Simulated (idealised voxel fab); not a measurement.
Process module in this document: voxel ribs on slabs
Displayed cross-section: cut, width of 280 nm, square cells sized 5 nm.
A cross-section in this document is a grid of square cells, and it is written down as bands, the top band listed before the ones below it; a band is made up of one or more rows of cells.
Heads up on the band format: heights come first, top then bottom, in nm. After that it's the materials left to right, each with its width in nm. A single material flagged "full width" fills the whole band edge to edge, and "blank" means there's empty space there.
We count height from 0. Below that, the starting wafer is all one material. The lowest band never ends at the bottom but goes on down; see "0 down" for how that is written.
Width "30->40": first value at the band's top row of cells, second value at its bottom row, equal change from row to row.
When a step is marked "no change", none of the cells in the cross-section changed during that step.
This entry, "Closed-off voids", enumerates those empty regions of no fewer than 8 cells that possess no open connection to the top. Each region is reported in the form width x height at distance, the distance being taken from the left edge, with all three quantities expressed in nm.
Post-settings text on a step line: simulator's own remark regarding the step.
Each step line may optionally specify "overlay nm", which for a step with a mask gives the rightward distance between the mask's planned place and where it lay, a negative value indicating the leftward direction.

The process steps that were planned are listed below
1 RECEIVE | material Si
2 DIRECTIONAL_DEP | material SiO2 | thk nm 25
3 DIRECTIONAL_DEP | material SiN | thk nm 25
4 DIRECTIONAL_DEP | material aC | thk nm 15
5 PATTERN | tone cover | mask id RIB | material resist | width nm 30 | thk nm 30 | overlay nm 0
6 DIRECTIONAL_ETCH | etch materials aC | depth nm 15
7 STRIP | etch materials resist
8 DIRECTIONAL_ETCH | etch materials SiN | depth nm 15
9 STRIP | etch materials aC
10 PATTERN | tone cover | mask id SLAB | material resist | width nm 60 | thk nm 20 | overlay nm 0
11 DIRECTIONAL_ETCH | etch materials SiN | depth nm 10
12 STRIP | etch materials resist
13 FILL_DEP | material SiO2 | thk nm 20
14 CMP | height nm 60
15 DIRECTIONAL_DEP | material TiN | thk nm 5
16 MASKED_ETCH | tone cover | mask id HEATER | width nm 40 | etch materials TiN | depth nm 5 | overlay nm 0
17 CONFORMAL_DEP | material SiN | thk nm 5

First wafer out of two, processed as planned

This is the cross-section of the wafer as we received it, i.e. after step 1
    0 down  Si full width
    Closed-off voids: none

Cross-section of the wafer after step 2
    25 to 0  SiO2 full width
    Unchanged below 0.

Cross-section of the wafer after step 3
    50 to 25  SiN full width
    Unchanged below 25.

Cross-section of the wafer after step 4
    65 to 50  aC full width
    Unchanged below 50.

Cross-section of the wafer after step 5
    95 to 65  125 nm blank  30 nm resist  125 nm blank
    Unchanged below 65.

Cross-section of the wafer after step 6
    80 to 65  125 nm blank  30 nm resist  125 nm blank
    65 to 50  125 nm blank  30 nm aC  125 nm blank
    Unchanged below 50.

Cross-section of the wafer after step 7
    65 to 50  125 nm blank  30 nm aC  125 nm blank
    Unchanged below 50.

Cross-section of the wafer after step 8
    65 to 50  125 nm blank  30 nm aC  125 nm blank
    50 to 35  125 nm blank  30 nm SiN  125 nm blank
    Unchanged below 35.

Cross-section of the wafer after step 9
    50 to 35  125 nm blank  30 nm SiN  125 nm blank
    Unchanged below 35.

Cross-section of the wafer after step 10
    70 to 50  110 nm blank  60 nm resist  110 nm blank
    50 to 35  110 nm blank  15 nm resist  30 nm SiN  15 nm resist  110 nm blank
    Unchanged below 35.

Cross-section of the wafer after step 11
    70 to 50  110 nm blank  60 nm resist  110 nm blank
    50 to 35  110 nm blank  15 nm resist  30 nm SiN  15 nm resist  110 nm blank
    35 to 25  110 nm blank  60 nm SiN  110 nm blank
    Unchanged below 25.

Cross-section of the wafer after step 12
    50 to 35  125 nm blank  30 nm SiN  125 nm blank
    Unchanged below 35.

Cross-section of the wafer after step 13
    70 to 50  SiO2 full width
    50 to 35  125 nm SiO2  30 nm SiN  125 nm SiO2
    35 to 25  110 nm SiO2  60 nm SiN  110 nm SiO2
    Unchanged below 25.

Cross-section of the wafer after step 14
    60 to 50  SiO2 full width
    Unchanged below 50.

Cross-section of the wafer after step 15
    65 to 60  TiN full width
    Unchanged below 60.

Cross-section of the wafer after step 16
    65 to 60  120 nm blank  40 nm TiN  120 nm blank
    Unchanged below 60.

Cross-section of the wafer after step 17
    70 to 65  115 nm blank  50 nm SiN  115 nm blank
    65 to 60  120 nm SiN  40 nm TiN  120 nm SiN
    Unchanged below 60.

For the second wafer, take the first wafer's start and plan, then add one mistake made in running it; everything through step 12, that step included, is shared with the first

Second wafer at the planned finish of step 13, seen in cross-section
    70 to 50  aC full width
    50 to 35  125 nm aC  30 nm SiN  125 nm aC
    35 to 25  110 nm aC  60 nm SiN  110 nm aC
    Unchanged below 25.

Second wafer at the planned finish of step 14, seen in cross-section
    60 to 50  aC full width
    Unchanged below 50.

Second wafer at the planned finish of step 15, seen in cross-section
    65 to 60  TiN full width
    Unchanged below 60.

Second wafer at the planned finish of step 16, seen in cross-section
    65 to 60  120 nm blank  40 nm TiN  120 nm blank
    Unchanged below 60.

Second wafer at the planned finish of step 17, seen in cross-section
    70 to 65  115 nm blank  50 nm SiN  115 nm blank
    65 to 60  120 nm SiN  40 nm TiN  120 nm SiN
    Unchanged below 60.
What went wrong in running the wafer? step 13 changed vs plan, executed as FILL_DEP | material aC | thk nm 20
Final wafer comparison in cells, second versus first, more or fewer per material: SiO2: 350 fewer, aC: 350 more
